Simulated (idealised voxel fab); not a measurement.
Process module name: voxel wiring stack
Cross-section cut spans 205 nm and uses square cells 5 nm in size.
Format of a cross-section: grid, square cells. Given as bands. Order: top down. Band: one or more rows of cells.
Look at the band entry: it leads with the top's height and the bottom's height in nm. Then it lists the materials left to right, with a width in nm for each. The word "everywhere" on a single material says that material fills the band edge to edge. The word "empty" is empty space.
Where do heights start? At 0: under that level the wafer as delivered is made of one material only. And the lowest band has no floor; it just carries on downward, as in "z 0 and below".
A width given as "30..40" starts at the first number in the band's top row and ends at the second number in its bottom row, shifting by an equal amount at every step from row to row.
Where a step carries "no alteration", the cross-section came out of it unchanged, cell for cell.
"Closed cavities" specifies each empty space that is not open to the top and that occupies no fewer than 8 cells, using the form width x height at distance, the distance measured from the left edge and all three quantities in nm.
Where a step's line continues beyond its settings, the continuation is a remark by the simulator itself on that step.
If you see "overlay nm" on a step's line and that step has a mask, it's telling you how far right of where it was planned the mask ended up; a negative number means it went left instead.
The following list gives the planned process steps
1) op RECEIVE | material Si
2) op CONFORMAL_DEP | material SiO2 | thk nm 15
3) op DIRECTIONAL_DEP | material TiN | thk nm 5
4) op DIRECTIONAL_DEP | material W | thk nm 20
5) op DIRECTIONAL_DEP | material aC | thk nm 10
6) op PATTERN | tone cover | mask id METAL_1 | material resist | width nm 20 | pitch nm 35 | thk nm 30 | overlay nm 0
7) op DIRECTIONAL_ETCH | etch materials aC | depth nm 10
8) op STRIP | etch materials resist
9) op DIRECTIONAL_ETCH | etch materials W | depth nm 20
10) op DIRECTIONAL_ETCH | etch materials TiN | depth nm 5
11) op STRIP | etch materials aC
12) op CONFORMAL_DEP | material SiN | thk nm 5
13) op FILL_DEP | material SiO2 | thk nm 5
14) op CMP | height nm 40
15) op CONFORMAL_DEP | material SiCN | thk nm 5
16) op DIRECTIONAL_DEP | material lowk | thk nm 30
17) op MASKED_ETCH | tone open | mask id METAL_2_HOLES | width nm 15 | pitch nm 70 | etch materials lowk | depth nm 30 | overlay nm 0
18) op PATTERN | tone open | mask id METAL_2 | material resist | width nm 20 | pitch nm 35 | thk nm 20 | overlay nm 0
19) op DIRECTIONAL_ETCH | etch materials lowk | depth nm 15
20) op DIRECTIONAL_ETCH | etch materials SiCN | depth nm 5
21) op STRIP | etch materials resist
22) op CONFORMAL_DEP | material TiN | thk nm 5
23) op FILL_DEP | material Ru | thk nm 5
24) op CMP | height nm 75
25) op CONFORMAL_DEP | material SiCN | thk nm 5
26) op DIRECTIONAL_DEP | material SiO2 | thk nm 35
27) op DIRECTIONAL_DEP | material aC | thk nm 15
28) op PATTERN | tone open | mask id METAL_3 | material resist | width nm 20 | pitch nm 35 | thk nm 30 | overlay nm 0
29) op DIRECTIONAL_ETCH | etch materials aC | depth nm 15
30) op STRIP | etch materials resist
31) op DIRECTIONAL_ETCH | etch materials SiO2 | depth nm 20
32) op STRIP | etch materials aC
33) op MASKED_ETCH | tone open | mask id METAL_3_HOLES | width nm 15 | pitch nm 70 | etch materials SiO2 | depth nm 15 | overlay nm 0
34) op MASKED_ETCH | tone open | mask id METAL_3_HOLES | width nm 15 | pitch nm 70 | etch materials SiCN | depth nm 5 | overlay nm 0
35) op CONFORMAL_DEP | material TiN | thk nm 5
36) op FILL_DEP | material Ru | thk nm 5
37) op CMP | height nm 115
38) op CONFORMAL_DEP | material SiCN | thk nm 5
39) op DIRECTIONAL_DEP | material SiO2 | thk nm 35
40) op DIRECTIONAL_DEP | material aC | thk nm 10
41) op PATTERN | tone open | mask id METAL_4 | material resist | width nm 20 | pitch nm 35 | thk nm 25 | overlay nm 0
42) op DIRECTIONAL_ETCH | etch materials aC | depth nm 10
43) op STRIP | etch materials resist
44) op DIRECTIONAL_ETCH | etch materials SiO2 | depth nm 20
45) op STRIP | etch materials aC
46) op PATTERN | tone open | mask id METAL_4_HOLES | material resist | width nm 15 | pitch nm 70 | thk nm 20 | overlay nm 0
47) op DIRECTIONAL_ETCH | etch materials SiO2 | depth nm 15
48) op DIRECTIONAL_ETCH | etch materials SiCN | depth nm 5
49) op STRIP | etch materials resist
50) op CONFORMAL_DEP | material TiN | thk nm 5
51) op FILL_DEP | material Cu | thk nm 10
52) op CMP | height nm 155
53) op CONFORMAL_DEP | material SiCN | thk nm 5
First of two wafers - as planned
Incoming wafer in cross-section (state: after step 1)
	z 0 and below = Si everywhere
	Closed cavities: none
So this is the wafer cross-section right after step 2
	z 15 to 0 = SiO2 everywhere
	Anything lower than 0 is untouched.
So this is the wafer cross-section right after step 3
	z 20 to 15 = TiN everywhere
	Anything lower than 15 is untouched.
So this is the wafer cross-section right after step 4
	z 40 to 20 = W everywhere
	Anything lower than 20 is untouched.
So this is the wafer cross-section right after step 5
	z 50 to 40 = aC everywhere
	Anything lower than 40 is untouched.
So this is the wafer cross-section right after step 6
	z 80 to 50 = empty: 40  resist: 20  empty: 15  resist: 20  empty: 15  resist: 20  empty: 15  resist: 20  empty: 40
	Anything lower than 50 is untouched.
So this is the wafer cross-section right after step 7
	z 70 to 50 = empty: 40  resist: 20  empty: 15  resist: 20  empty: 15  resist: 20  empty: 15  resist: 20  empty: 40
	z 50 to 40 = empty: 40  aC: 20  empty: 15  aC: 20  empty: 15  aC: 20  empty: 15  aC: 20  empty: 40
	Anything lower than 40 is untouched.
So this is the wafer cross-section right after step 8
	z 50 to 40 = empty: 40  aC: 20  empty: 15  aC: 20  empty: 15  aC: 20  empty: 15  aC: 20  empty: 40
	Anything lower than 40 is untouched.
So this is the wafer cross-section right after step 9
	z 50 to 40 = empty: 40  aC: 20  empty: 15  aC: 20  empty: 15  aC: 20  empty: 15  aC: 20  empty: 40
	z 40 to 20 = empty: 40  W: 20  empty: 15  W: 20  empty: 15  W: 20  empty: 15  W: 20  empty: 40
	Anything lower than 20 is untouched.
So this is the wafer cross-section right after step 10
	z 50 to 40 = empty: 40  aC: 20  empty: 15  aC: 20  empty: 15  aC: 20  empty: 15  aC: 20  empty: 40
	z 40 to 20 = empty: 40  W: 20  empty: 15  W: 20  empty: 15  W: 20  empty: 15  W: 20  empty: 40
	z 20 to 15 = empty: 40  TiN: 20  empty: 15  TiN: 20  empty: 15  TiN: 20  empty: 15  TiN: 20  empty: 40
	Anything lower than 15 is untouched.
So this is the wafer cross-section right after step 11
	z 40 to 20 = empty: 40  W: 20  empty: 15  W: 20  empty: 15  W: 20  empty: 15  W: 20  empty: 40
	Anything lower than 20 is untouched.
So this is the wafer cross-section right after step 12
	z 45 to 40 = empty: 35  SiN: 30  empty: 5  SiN: 30  empty: 5  SiN: 30  empty: 5  SiN: 30  empty: 35
	z 40 to 20 = empty: 35  SiN: 5  W: 20  SiN: 5  empty: 5  SiN: 5  W: 20  SiN: 5  empty: 5  SiN: 5  W: 20  SiN: 5  empty: 5  SiN: 5  W: 20  SiN: 5  empty: 35
	z 20 to 15 = SiN: 40  TiN: 20  SiN: 15  TiN: 20  SiN: 15  TiN: 20  SiN: 15  TiN: 20  SiN: 40
	Anything lower than 15 is untouched.
So this is the wafer cross-section right after step 13
	z 50 to 45 = SiO2 everywhere
	z 45 to 40 = SiO2: 35  SiN: 30  SiO2: 5  SiN: 30  SiO2: 5  SiN: 30  SiO2: 5  SiN: 30  SiO2: 35
	z 40 to 20 = SiO2: 35  SiN: 5  W: 20  SiN: 5  SiO2: 5  SiN: 5  W: 20  SiN: 5  SiO2: 5  SiN: 5  W: 20  SiN: 5  SiO2: 5  SiN: 5  W: 20  SiN: 5  SiO2: 35
	Anything lower than 20 is untouched.
So this is the wafer cross-section right after step 14
	z 40 to 20 = SiO2: 35  SiN: 5  W: 20  SiN: 5  SiO2: 5  SiN: 5  W: 20  SiN: 5  SiO2: 5  SiN: 5  W: 20  SiN: 5  SiO2: 5  SiN: 5  W: 20  SiN: 5  SiO2: 35
	Anything lower than 20 is untouched.
So this is the wafer cross-section right after step 15
	z 45 to 40 = SiCN everywhere
	Anything lower than 40 is untouched.
So this is the wafer cross-section right after step 16
	z 75 to 45 = lowk everywhere
	Anything lower than 45 is untouched.
So this is the wafer cross-section right after step 17
	z 75 to 45 = lowk: 40  empty: 15  lowk: 55  empty: 15  lowk: 80
	Anything lower than 45 is untouched.
So this is the wafer cross-section right after step 18
	z 95 to 75 = resist: 40  empty: 20  resist: 15  empty: 20  resist: 15  empty: 20  resist: 15  empty: 20  resist: 40
	Anything lower than 75 is untouched.
So this is the wafer cross-section right after step 19
	z 95 to 75 = resist: 40  empty: 20  resist: 15  empty: 20  resist: 15  empty: 20  resist: 15  empty: 20  resist: 40
	z 75 to 60 = lowk: 40  empty: 20  lowk: 15  empty: 20  lowk: 15  empty: 20  lowk: 15  empty: 20  lowk: 40
	Anything lower than 60 is untouched.
So this is the wafer cross-section right after step 20
	z 95 to 75 = resist: 40  empty: 20  resist: 15  empty: 20  resist: 15  empty: 20  resist: 15  empty: 20  resist: 40
	z 75 to 60 = lowk: 40  empty: 20  lowk: 15  empty: 20  lowk: 15  empty: 20  lowk: 15  empty: 20  lowk: 40
	z 60 to 45 = lowk: 40  empty: 15  lowk: 55  empty: 15  lowk: 80
	z 45 to 40 = SiCN: 40  empty: 15  SiCN: 55  empty: 15  SiCN: 80
	Anything lower than 40 is untouched.
So this is the wafer cross-section right after step 21
	z 75 to 60 = lowk: 40  empty: 20  lowk: 15  empty: 20  lowk: 15  empty: 20  lowk: 15  empty: 20  lowk: 40
	Anything lower than 60 is untouched.
So this is the wafer cross-section right after step 22
	z 80 to 75 = TiN: 45  empty: 10  TiN: 25  empty: 10  TiN: 25  empty: 10  TiN: 25  empty: 10  TiN: 45
	z 75 to 65 = lowk: 40  TiN: 5  empty: 10  TiN: 5  lowk: 15  TiN: 5  empty: 10  TiN: 5  lowk: 15  TiN: 5  empty: 10  TiN: 5  lowk: 15  TiN: 5  empty: 10  TiN: 5  lowk: 40
	z 65 to 60 = lowk: 40  TiN: 5  empty: 5  TiN: 10  lowk: 15  TiN: 20  lowk: 15  TiN: 5  empty: 5  TiN: 10  lowk: 15  TiN: 20  lowk: 40
	z 60 to 45 = lowk: 40  TiN: 5  empty: 5  TiN: 5  lowk: 55  TiN: 5  empty: 5  TiN: 5  lowk: 80
	z 45 to 40 = SiCN: 40  TiN: 15  SiCN: 55  TiN: 15  SiCN: 80
	Anything lower than 40 is untouched.
So this is the wafer cross-section right after step 23
	z 85 to 80 = Ru everywhere
	z 80 to 75 = TiN: 45  Ru: 10  TiN: 25  Ru: 10  TiN: 25  Ru: 10  TiN: 25  Ru: 10  TiN: 45
	z 75 to 65 = lowk: 40  TiN: 5  Ru: 10  TiN: 5  lowk: 15  TiN: 5  Ru: 10  TiN: 5  lowk: 15  TiN: 5  Ru: 10  TiN: 5  lowk: 15  TiN: 5  Ru: 10  TiN: 5  lowk: 40
	z 65 to 60 = lowk: 40  TiN: 5  Ru: 5  TiN: 10  lowk: 15  TiN: 20  lowk: 15  TiN: 5  Ru: 5  TiN: 10  lowk: 15  TiN: 20  lowk: 40
	z 60 to 45 = lowk: 40  TiN: 5  Ru: 5  TiN: 5  lowk: 55  TiN: 5  Ru: 5  TiN: 5  lowk: 80
	Anything lower than 45 is untouched.
So this is the wafer cross-section right after step 24
	z 75 to 65 = lowk: 40  TiN: 5  Ru: 10  TiN: 5  lowk: 15  TiN: 5  Ru: 10  TiN: 5  lowk: 15  TiN: 5  Ru: 10  TiN: 5  lowk: 15  TiN: 5  Ru: 10  TiN: 5  lowk: 40
	Anything lower than 65 is untouched.
So this is the wafer cross-section right after step 25
	z 80 to 75 = SiCN everywhere
	Anything lower than 75 is untouched.
So this is the wafer cross-section right after step 26
	z 115 to 80 = SiO2 everywhere
	Anything lower than 80 is untouched.
So this is the wafer cross-section right after step 27
	z 130 to 115 = aC everywhere
	Anything lower than 115 is untouched.
So this is the wafer cross-section right after step 28
	z 160 to 130 = resist: 40  empty: 20  resist: 15  empty: 20  resist: 15  empty: 20  resist: 15  empty: 20  resist: 40
	Anything lower than 130 is untouched.
So this is the wafer cross-section right after step 29
	z 145 to 130 = resist: 40  empty: 20  resist: 15  empty: 20  resist: 15  empty: 20  resist: 15  empty: 20  resist: 40
	z 130 to 115 = aC: 40  empty: 20  aC: 15  empty: 20  aC: 15  empty: 20  aC: 15  empty: 20  aC: 40
	Anything lower than 115 is untouched.
So this is the wafer cross-section right after step 30
	z 130 to 115 = aC: 40  empty: 20  aC: 15  empty: 20  aC: 15  empty: 20  aC: 15  empty: 20  aC: 40
	Anything lower than 115 is untouched.
So this is the wafer cross-section right after step 31
	z 130 to 115 = aC: 40  empty: 20  aC: 15  empty: 20  aC: 15  empty: 20  aC: 15  empty: 20  aC: 40
	z 115 to 95 = SiO2: 40  empty: 20  SiO2: 15  empty: 20  SiO2: 15  empty: 20  SiO2: 15  empty: 20  SiO2: 40
	Anything lower than 95 is untouched.
So this is the wafer cross-section right after step 32
	z 115 to 95 = SiO2: 40  empty: 20  SiO2: 15  empty: 20  SiO2: 15  empty: 20  SiO2: 15  empty: 20  SiO2: 40
	Anything lower than 95 is untouched.
So this is the wafer cross-section right after step 33
	z 115 to 95 = SiO2: 40  empty: 20  SiO2: 15  empty: 20  SiO2: 15  empty: 20  SiO2: 15  empty: 20  SiO2: 40
	z 95 to 80 = SiO2: 40  empty: 15  SiO2: 55  empty: 15  SiO2: 80
	Anything lower than 80 is untouched.
So this is the wafer cross-section right after step 34
	z 115 to 95 = SiO2: 40  empty: 20  SiO2: 15  empty: 20  SiO2: 15  empty: 20  SiO2: 15  empty: 20  SiO2: 40
	z 95 to 80 = SiO2: 40  empty: 15  SiO2: 55  empty: 15  SiO2: 80
	z 80 to 75 = SiCN: 40  empty: 15  SiCN: 55  empty: 15  SiCN: 80
	Anything lower than 75 is untouched.
So this is the wafer cross-section right after step 35
	z 120 to 115 = TiN: 45  empty: 10  TiN: 25  empty: 10  TiN: 25  empty: 10  TiN: 25  empty: 10  TiN: 45
	z 115 to 100 = SiO2: 40  TiN: 5  empty: 10  TiN: 5  SiO2: 15  TiN: 5  empty: 10  TiN: 5  SiO2: 15  TiN: 5  empty: 10  TiN: 5  SiO2: 15  TiN: 5  empty: 10  TiN: 5  SiO2: 40
	z 100 to 95 = SiO2: 40  TiN: 5  empty: 5  TiN: 10  SiO2: 15  TiN: 20  SiO2: 15  TiN: 5  empty: 5  TiN: 10  SiO2: 15  TiN: 20  SiO2: 40
	z 95 to 80 = SiO2: 40  TiN: 5  empty: 5  TiN: 5  SiO2: 55  TiN: 5  empty: 5  TiN: 5  SiO2: 80
	z 80 to 75 = SiCN: 40  TiN: 15  SiCN: 55  TiN: 15  SiCN: 80
	Anything lower than 75 is untouched.
So this is the wafer cross-section right after step 36
	z 125 to 120 = Ru everywhere
	z 120 to 115 = TiN: 45  Ru: 10  TiN: 25  Ru: 10  TiN: 25  Ru: 10  TiN: 25  Ru: 10  TiN: 45
	z 115 to 100 = SiO2: 40  TiN: 5  Ru: 10  TiN: 5  SiO2: 15  TiN: 5  Ru: 10  TiN: 5  SiO2: 15  TiN: 5  Ru: 10  TiN: 5  SiO2: 15  TiN: 5  Ru: 10  TiN: 5  SiO2: 40
	z 100 to 95 = SiO2: 40  TiN: 5  Ru: 5  TiN: 10  SiO2: 15  TiN: 20  SiO2: 15  TiN: 5  Ru: 5  TiN: 10  SiO2: 15  TiN: 20  SiO2: 40
	z 95 to 80 = SiO2: 40  TiN: 5  Ru: 5  TiN: 5  SiO2: 55  TiN: 5  Ru: 5  TiN: 5  SiO2: 80
	Anything lower than 80 is untouched.
So this is the wafer cross-section right after step 37
	z 115 to 100 = SiO2: 40  TiN: 5  Ru: 10  TiN: 5  SiO2: 15  TiN: 5  Ru: 10  TiN: 5  SiO2: 15  TiN: 5  Ru: 10  TiN: 5  SiO2: 15  TiN: 5  Ru: 10  TiN: 5  SiO2: 40
	Anything lower than 100 is untouched.
So this is the wafer cross-section right after step 38
	z 120 to 115 = SiCN everywhere
	Anything lower than 115 is untouched.
So this is the wafer cross-section right after step 39
	z 155 to 120 = SiO2 everywhere
	Anything lower than 120 is untouched.
So this is the wafer cross-section right after step 40
	z 165 to 155 = aC everywhere
	Anything lower than 155 is untouched.
So this is the wafer cross-section right after step 41
	z 190 to 165 = resist: 40  empty: 20  resist: 15  empty: 20  resist: 15  empty: 20  resist: 15  empty: 20  resist: 40
	Anything lower than 165 is untouched.
So this is the wafer cross-section right after step 42
	z 180 to 165 = resist: 40  empty: 20  resist: 15  empty: 20  resist: 15  empty: 20  resist: 15  empty: 20  resist: 40
	z 165 to 155 = aC: 40  empty: 20  aC: 15  empty: 20  aC: 15  empty: 20  aC: 15  empty: 20  aC: 40
	Anything lower than 155 is untouched.
So this is the wafer cross-section right after step 43
	z 165 to 155 = aC: 40  empty: 20  aC: 15  empty: 20  aC: 15  empty: 20  aC: 15  empty: 20  aC: 40
	Anything lower than 155 is untouched.
So this is the wafer cross-section right after step 44
	z 165 to 155 = aC: 40  empty: 20  aC: 15  empty: 20  aC: 15  empty: 20  aC: 15  empty: 20  aC: 40
	z 155 to 135 = SiO2: 40  empty: 20  SiO2: 15  empty: 20  SiO2: 15  empty: 20  SiO2: 15  empty: 20  SiO2: 40
	Anything lower than 135 is untouched.
So this is the wafer cross-section right after step 45
	z 155 to 135 = SiO2: 40  empty: 20  SiO2: 15  empty: 20  SiO2: 15  empty: 20  SiO2: 15  empty: 20  SiO2: 40
	Anything lower than 135 is untouched.
So this is the wafer cross-section right after step 46
	z 175 to 155 = resist: 40  empty: 15  resist: 55  empty: 15  resist: 80
	z 155 to 135 = SiO2: 40  empty: 15  resist: 5  SiO2: 15  resist: 20  SiO2: 15  empty: 15  resist: 5  SiO2: 15  resist: 20  SiO2: 40
	Anything lower than 135 is untouched.
So this is the wafer cross-section right after step 47
	z 175 to 155 = resist: 40  empty: 15  resist: 55  empty: 15  resist: 80
	z 155 to 135 = SiO2: 40  empty: 15  resist: 5  SiO2: 15  resist: 20  SiO2: 15  empty: 15  resist: 5  SiO2: 15  resist: 20  SiO2: 40
	z 135 to 120 = SiO2: 40  empty: 15  SiO2: 55  empty: 15  SiO2: 80
	Anything lower than 120 is untouched.
So this is the wafer cross-section right after step 48
	z 175 to 155 = resist: 40  empty: 15  resist: 55  empty: 15  resist: 80
	z 155 to 135 = SiO2: 40  empty: 15  resist: 5  SiO2: 15  resist: 20  SiO2: 15  empty: 15  resist: 5  SiO2: 15  resist: 20  SiO2: 40
	z 135 to 120 = SiO2: 40  empty: 15  SiO2: 55  empty: 15  SiO2: 80
	z 120 to 115 = SiCN: 40  empty: 15  SiCN: 55  empty: 15  SiCN: 80
	Anything lower than 115 is untouched.
So this is the wafer cross-section right after step 49
	z 155 to 135 = SiO2: 40  empty: 20  SiO2: 15  empty: 20  SiO2: 15  empty: 20  SiO2: 15  empty: 20  SiO2: 40
	Anything lower than 135 is untouched.
So this is the wafer cross-section right after step 50
	z 160 to 155 = TiN: 45  empty: 10  TiN: 25  empty: 10  TiN: 25  empty: 10  TiN: 25  empty: 10  TiN: 45
	z 155 to 140 = SiO2: 40  TiN: 5  empty: 10  TiN: 5  SiO2: 15  TiN: 5  empty: 10  TiN: 5  SiO2: 15  TiN: 5  empty: 10  TiN: 5  SiO2: 15  TiN: 5  empty: 10  TiN: 5  SiO2: 40
	z 140 to 135 = SiO2: 40  TiN: 5  empty: 5  TiN: 10  SiO2: 15  TiN: 20  SiO2: 15  TiN: 5  empty: 5  TiN: 10  SiO2: 15  TiN: 20  SiO2: 40
	z 135 to 120 = SiO2: 40  TiN: 5  empty: 5  TiN: 5  SiO2: 55  TiN: 5  empty: 5  TiN: 5  SiO2: 80
	z 120 to 115 = SiCN: 40  TiN: 15  SiCN: 55  TiN: 15  SiCN: 80
	Anything lower than 115 is untouched.
So this is the wafer cross-section right after step 51
	z 170 to 160 = Cu everywhere
	z 160 to 155 = TiN: 45  Cu: 10  TiN: 25  Cu: 10  TiN: 25  Cu: 10  TiN: 25  Cu: 10  TiN: 45
	z 155 to 140 = SiO2: 40  TiN: 5  Cu: 10  TiN: 5  SiO2: 15  TiN: 5  Cu: 10  TiN: 5  SiO2: 15  TiN: 5  Cu: 10  TiN: 5  SiO2: 15  TiN: 5  Cu: 10  TiN: 5  SiO2: 40
	z 140 to 135 = SiO2: 40  TiN: 5  Cu: 5  TiN: 10  SiO2: 15  TiN: 20  SiO2: 15  TiN: 5  Cu: 5  TiN: 10  SiO2: 15  TiN: 20  SiO2: 40
	z 135 to 120 = SiO2: 40  TiN: 5  Cu: 5  TiN: 5  SiO2: 55  TiN: 5  Cu: 5  TiN: 5  SiO2: 80
	Anything lower than 120 is untouched.
So this is the wafer cross-section right after step 52
	z 155 to 140 = SiO2: 40  TiN: 5  Cu: 10  TiN: 5  SiO2: 15  TiN: 5  Cu: 10  TiN: 5  SiO2: 15  TiN: 5  Cu: 10  TiN: 5  SiO2: 15  TiN: 5  Cu: 10  TiN: 5  SiO2: 40
	Anything lower than 140 is untouched.
So this is the wafer cross-section right after step 53
	z 160 to 155 = SiCN everywhere
	Anything lower than 155 is untouched.
Second wafer. Start and plan as for the first. One mistake made in running. Agrees with the first up to and including step 45
Cross-section, second wafer, at the end time the plan gives for step 46
	z 175 to 155 = empty: 40  resist: 15  empty: 55  resist: 15  empty: 80
	z 155 to 135 = SiO2: 40  resist: 15  empty: 5  SiO2: 15  empty: 20  SiO2: 15  resist: 15  empty: 5  SiO2: 15  empty: 20  SiO2: 40
	Anything lower than 135 is untouched.
Cross-section, second wafer, at the end time the plan gives for step 47
	z 175 to 140 = empty: 40  resist: 15  empty: 55  resist: 15  empty: 80
	z 140 to 135 = SiO2: 40  resist: 15  empty: 5  SiO2: 15  empty: 20  SiO2: 15  resist: 15  empty: 5  SiO2: 15  empty: 20  SiO2: 40
	z 135 to 120 = SiO2: 55  empty: 5  SiO2: 15  empty: 20  SiO2: 30  empty: 5  SiO2: 15  empty: 20  SiO2: 40
	Anything lower than 120 is untouched.
Cross-section, second wafer, at the end time the plan gives for step 48
	z 175 to 140 = empty: 40  resist: 15  empty: 55  resist: 15  empty: 80
	z 140 to 135 = SiO2: 40  resist: 15  empty: 5  SiO2: 15  empty: 20  SiO2: 15  resist: 15  empty: 5  SiO2: 15  empty: 20  SiO2: 40
	z 135 to 120 = SiO2: 55  empty: 5  SiO2: 15  empty: 20  SiO2: 30  empty: 5  SiO2: 15  empty: 20  SiO2: 40
	z 120 to 115 = SiCN: 55  empty: 5  SiCN: 15  empty: 20  SiCN: 30  empty: 5  SiCN: 15  empty: 20  SiCN: 40
	Anything lower than 115 is untouched.
Cross-section, second wafer, at the end time the plan gives for step 49
	z 140 to 135 = SiO2: 40  empty: 20  SiO2: 15  empty: 20  SiO2: 15  empty: 20  SiO2: 15  empty: 20  SiO2: 40
	Anything lower than 135 is untouched.
Cross-section, second wafer, at the end time the plan gives for step 50
	z 145 to 140 = TiN: 45  empty: 10  TiN: 25  empty: 10  TiN: 25  empty: 10  TiN: 25  empty: 10  TiN: 45
	z 140 to 135 = SiO2: 40  TiN: 20  SiO2: 15  TiN: 5  empty: 10  TiN: 5  SiO2: 15  TiN: 20  SiO2: 15  TiN: 5  empty: 10  TiN: 5  SiO2: 40
	z 135 to 120 = SiO2: 55  TiN: 5  SiO2: 15  TiN: 5  empty: 10  TiN: 5  SiO2: 30  TiN: 5  SiO2: 15  TiN: 5  empty: 10  TiN: 5  SiO2: 40
	z 120 to 115 = SiCN: 55  TiN: 5  SiCN: 15  TiN: 20  SiCN: 30  TiN: 5  SiCN: 15  TiN: 20  SiCN: 40
	Anything lower than 115 is untouched.
Cross-section, second wafer, at the end time the plan gives for step 51
	z 155 to 145 = Cu everywhere
	z 145 to 140 = TiN: 45  Cu: 10  TiN: 25  Cu: 10  TiN: 25  Cu: 10  TiN: 25  Cu: 10  TiN: 45
	z 140 to 135 = SiO2: 40  TiN: 20  SiO2: 15  TiN: 5  Cu: 10  TiN: 5  SiO2: 15  TiN: 20  SiO2: 15  TiN: 5  Cu: 10  TiN: 5  SiO2: 40
	z 135 to 120 = SiO2: 55  TiN: 5  SiO2: 15  TiN: 5  Cu: 10  TiN: 5  SiO2: 30  TiN: 5  SiO2: 15  TiN: 5  Cu: 10  TiN: 5  SiO2: 40
	Anything lower than 120 is untouched.
Cross-section, second wafer, at the end time the plan gives for step 52: no alteration
Cross-section, second wafer, at the end time the plan gives for step 53
	z 160 to 155 = SiCN everywhere
	Anything lower than 155 is untouched.
What was done differently from what was planned? in deviation from the planned setting, step 46 was conducted as op PATTERN | tone cover | mask id METAL_4_HOLES | material resist | width nm 15 | pitch nm 70 | thk nm 20 | overlay nm 0
Upon completion, the second wafer contains, in terms of cells, a greater or smaller amount of certain materials than the first wafer: Cu: 74 more; SiCN: 4 fewer; SiO2: 87 fewer; TiN: 17 more
